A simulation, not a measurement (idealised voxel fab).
Proc. module: voxel wiring stack
The figure presents cross-section cut, which has a width of 275 nm and is divided into square cells with an edge length of 5 nm.
This document writes a cross-section as a grid whose cells are square, and gives it as bands, listed from the top down; one or more rows of cells form a band.
This entry defines a band. It first specifies the height of the band's top and the height of its bottom in nm, and then specifies the band's materials from left to right, stating each material with its width in nm. The word "all across" identifies a single material that fills the band from edge to edge, while the word "blank" identifies empty space.
The reference from which all heights are counted is 0, the level beneath which the as-received wafer is entirely one material; the lowest band, having no lower bound, proceeds downward and is written after the example "0..down".
Read "30 to 40" as a graded width: first number on top, second number at the bottom, same change between each pair of neighbouring rows.
When a step is marked "left unchanged", none of the cells in the cross-section changed during that step.
Voids not open to the top, 8 cells minimum: see "Enclosed void entries". Written width x height at distance; distance is from the left edge; nm.
Whatever follows a step's settings on its line is a remark the simulator itself makes about that step.
For masked steps, "overlay nm" on the step line gives how far right of plan the mask actually lay; a minus sign means it lay to the left.
# Intended process steps
1: RECEIVE,material Si
2: CONFORMAL_DEP,material SiO2,thk nm 15
3: CONFORMAL_DEP,material SiCN,thk nm 5
4: DIRECTIONAL_DEP,material lowk,thk nm 20
5: MASKED_ETCH,tone open,mask id METAL_1,width nm 30,pitch nm 55,etch materials lowk,depth nm 20,overlay nm 0
6: MASKED_ETCH,tone open,mask id METAL_1,width nm 30,pitch nm 55,etch materials SiCN,depth nm 5,overlay nm 0
7: CONFORMAL_DEP,material TiN,thk nm 5
8: FILL_DEP,material Ru,thk nm 5
9: CMP,height nm 40
10: CONFORMAL_DEP,material SiCN,thk nm 5
11: DIRECTIONAL_DEP,material lowk,thk nm 25
12: DIRECTIONAL_DEP,material aC,thk nm 10
13: PATTERN,tone open,mask id METAL_2,material resist,width nm 30,pitch nm 55,thk nm 25,overlay nm 0
14: DIRECTIONAL_ETCH,etch materials aC,depth nm 10
15: STRIP,etch materials resist
16: DIRECTIONAL_ETCH,etch materials lowk,depth nm 15
17: STRIP,etch materials aC
18: DIRECTIONAL_DEP,material aC,thk nm 15
19: PATTERN,tone open,mask id METAL_2_HOLES,material resist,width nm 15,pitch nm 55,thk nm 30,overlay nm 0
20: DIRECTIONAL_ETCH,etch materials aC,depth nm 15
21: STRIP,etch materials resist
22: DIRECTIONAL_ETCH,etch materials lowk,depth nm 10
23: DIRECTIONAL_ETCH,etch materials SiCN,depth nm 5
24: STRIP,etch materials aC
25: CONFORMAL_DEP,material TiN,thk nm 5
26: FILL_DEP,material Cu,thk nm 10
27: CMP,height nm 70
28: CONFORMAL_DEP,material SiCN,thk nm 5
# as received, after step 1
	0..down = Si all across
	Enclosed void entries: none
# first wafer at the end, as planned
	75..70 = SiCN all across
	70..60 = lowk 40 | TiN 5 | Cu 20 | TiN 5 | lowk 25 | TiN 5 | Cu 20 | TiN 5 | lowk 25 | TiN 5 | Cu 20 | TiN 5 | lowk 25 | TiN 5 | Cu 20 | TiN 5 | lowk 40
	60..55 = lowk 40 | TiN 5 | Cu 5 | TiN 20 | lowk 25 | TiN 5 | Cu 5 | TiN 20 | lowk 25 | TiN 5 | Cu 5 | TiN 20 | lowk 25 | TiN 5 | Cu 5 | TiN 20 | lowk 40
	55..45 = lowk 40 | TiN 5 | Cu 5 | TiN 5 | lowk 40 | TiN 5 | Cu 5 | TiN 5 | lowk 40 | TiN 5 | Cu 5 | TiN 5 | lowk 40 | TiN 5 | Cu 5 | TiN 5 | lowk 55
	45..40 = SiCN 40 | TiN 15 | SiCN 40 | TiN 15 | SiCN 40 | TiN 15 | SiCN 40 | TiN 15 | SiCN 55
	40..20 = lowk 40 | TiN 5 | Ru 20 | TiN 5 | lowk 25 | TiN 5 | Ru 20 | TiN 5 | lowk 25 | TiN 5 | Ru 20 | TiN 5 | lowk 25 | TiN 5 | Ru 20 | TiN 5 | lowk 40
	20..15 = SiCN 40 | TiN 30 | SiCN 25 | TiN 30 | SiCN 25 | TiN 30 | SiCN 25 | TiN 30 | SiCN 40
	15..0 = SiO2 all across
	0..down = Si all across
	Enclosed void entries: none
# What the second wafer looks like in cross-section once the module is done. Its start and its plan matched the first wafer's exactly; what differed was one mistake in how it was run
	75..70 = SiCN all across
	70..60 = lowk 40 | TiN 5 | Cu 20 | TiN 5 | lowk 25 | TiN 5 | Cu 20 | TiN 5 | lowk 25 | TiN 5 | Cu 20 | TiN 5 | lowk 25 | TiN 5 | Cu 20 | TiN 5 | lowk 40
	60..55 = lowk 40 | TiN 5 | Cu 5 | TiN 20 | lowk 25 | TiN 5 | Cu 5 | TiN 20 | lowk 25 | TiN 5 | Cu 5 | TiN 20 | lowk 25 | TiN 5 | Cu 5 | TiN 20 | lowk 40
	55..45 = lowk 40 | TiN 5 | Cu 5 | TiN 5 | lowk 40 | TiN 5 | Cu 5 | TiN 5 | lowk 40 | TiN 5 | Cu 5 | TiN 5 | lowk 40 | TiN 5 | Cu 5 | TiN 5 | lowk 55
	45..40 = SiCN 40 | TiN 15 | SiCN 40 | TiN 15 | SiCN 40 | TiN 15 | SiCN 40 | TiN 15 | SiCN 55
	40..25 = Ru 35 | TiN 5 | lowk 30 | TiN 5 | Ru 15 | TiN 5 | lowk 30 | TiN 5 | Ru 15 | TiN 5 | lowk 30 | TiN 5 | Ru 15 | TiN 5 | lowk 30 | TiN 5 | Ru 35
	25..20 = TiN 40 | lowk 30 | TiN 25 | lowk 30 | TiN 25 | lowk 30 | TiN 25 | lowk 30 | TiN 40
	20..15 = SiCN all across
	15..0 = SiO2 all across
	0..down = Si all across
	Enclosed void entries: none
Here's what went sideways: step 5 ran differently from the plan; actual operation with settings: MASKED_ETCH,tone cover,mask id METAL_1,width nm 30,pitch nm 55,etch materials lowk,depth nm 20,overlay nm 0
Looking at both finished wafers in cells, the second ends up ahead of or behind the first on some materials: 5 more of Ru | 24 more of SiCN | 1 fewer of TiN | 28 fewer of lowk
